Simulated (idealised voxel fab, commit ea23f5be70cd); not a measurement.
Process module, titled voxel self aligned contacts
This is section cut - it's 175 nm across, gridded in 5 nm square cells.
A cross-section is written here as square cells arranged in a grid, and it is given in bands from the top down, each band taking up one or more rows of cells.
It is stipulated that each band's entry specify, in nanometres, the height of the top of the band and then that of its bottom, followed by the materials of the band in left-to-right sequence, each together with its width in nanometres. A single material marked by the word "throughout" is understood to fill the band from edge to edge; the word "blank" is understood to denote empty space.
The level at which height equals 0 is the one under which the wafer, as it arrives, is entirely one material. No lower edge exists for the bottom band, which continues downward and is notated as in "z 0 and below".
Quick explanation for "30..40": the width changes in equal steps down the rows of cells, from the first number in the band's top row to the second number in its bottom row.
Where the words "left unchanged" appear for a step, the cross-section shows no cell changed by that step; every cell remained as before.
Reported under the label "closed voids" are the empty spaces having no open way to the top and comprising 8 cells or more; the notation for each is width x height at distance, in which the distance is measured from the left edge and all three values are in nm.
Formally, on a step line, whatever follows the settings is a remark that the simulator itself makes on the step.
A step line may carry the setting "overlay nm", which, for steps involving a mask, states the distance by which the mask lay to the right of its intended position; negative values denote displacement to the left.
Process steps foreseen in the plan
1,RECEIVE (material Si)
2,CONFORMAL_DEP (material SiO2; thk nm 5)
3,DIRECTIONAL_DEP (material polySi; thk nm 25)
4,DIRECTIONAL_DEP (material SiN; thk nm 15)
5,DIRECTIONAL_DEP (material aC; thk nm 10)
6,PATTERN (tone cover; mask id GATE; material resist; width nm 30; pitch nm 55; thk nm 30; overlay nm 0)
7,DIRECTIONAL_ETCH (etch materials aC; depth nm 10)
8,STRIP (etch materials resist)
9,DIRECTIONAL_ETCH (etch materials SiN; depth nm 15)
10,DIRECTIONAL_ETCH (etch materials polySi; depth nm 25)
11,STRIP (etch materials aC)
12,CONFORMAL_DEP (material SiN; thk nm 5)
13,DIRECTIONAL_ETCH (etch materials SiN; depth nm 5)
14,FILL_DEP (material SiO2; thk nm 20)
15,CMP (height nm 55)
16,MASKED_ETCH (tone open; mask id CONTACT; width nm 35; etch materials SiO2; depth nm 55; overlay nm 0)
17,CONFORMAL_DEP (material TiN; thk nm 5)
18,FILL_DEP (material Ru; thk nm 5)
19,CMP (height nm 55)
20,CONFORMAL_DEP (material SiCN; thk nm 5)
Cross-section of the incoming wafer, state after step 1
	z 0 and below = Si throughout
	closed voids: none
Cross-section: first of two wafers, module finished, run according to plan
	z 60 to 55 = SiCN throughout
	z 55 to 45 = SiO2 70; TiN 5..15; Ru 25..5; TiN 5..15; SiO2 70
	z 45 to 30 = SiO2 40; SiN 40; TiN 5; Ru 5; TiN 5; SiN 40; SiO2 40
	z 30 to 5 = SiO2 40; SiN 5; polySi 30; SiN 5; TiN 5; Ru 5; TiN 5; SiN 5; polySi 30; SiN 5; SiO2 40
	z 5 to 0 = SiO2 80; TiN 15; SiO2 80
	z 0 and below = Si throughout
	closed voids: none
Cross-section, second wafer: same start as the first, same plan as the first, one mistake in running it; taken at the end of the module
	z 60 to 55 = SiCN throughout
	z 55 to 45 = SiO2 70; TiN 5..15; Ru 25..5; TiN 5..15; SiO2 70
	z 45 to 30 = SiO2 40; SiN 40; TiN 5; Ru 5; TiN 5; SiN 40; SiO2 40
	z 30 to 20 = SiO2 40; SiN 5; polySi 30; SiN 5; TiN 5; Ru 5; TiN 5; SiN 5; polySi 30; SiN 5; SiO2 40
	z 20 to 15 = SiO2 40; SiN 5; polySi 30; SiN 5; TiN 15; SiN 5; polySi 30; SiN 5; SiO2 40
	z 15 to 5 = polySi throughout
	z 5 to 0 = SiO2 throughout
	z 0 and below = Si throughout
	closed voids: none
In executing the process, a mistake was made relative to the plan: planned and actual differ for step 10; actual: DIRECTIONAL_ETCH (etch materials polySi; depth nm 15)
FYI, end of process, the second wafer has more or fewer cells of some materials than the first: 3 fewer of Ru | 8 fewer of SiN | 29 fewer of SiO2 | 6 fewer of TiN | 46 more of polySi
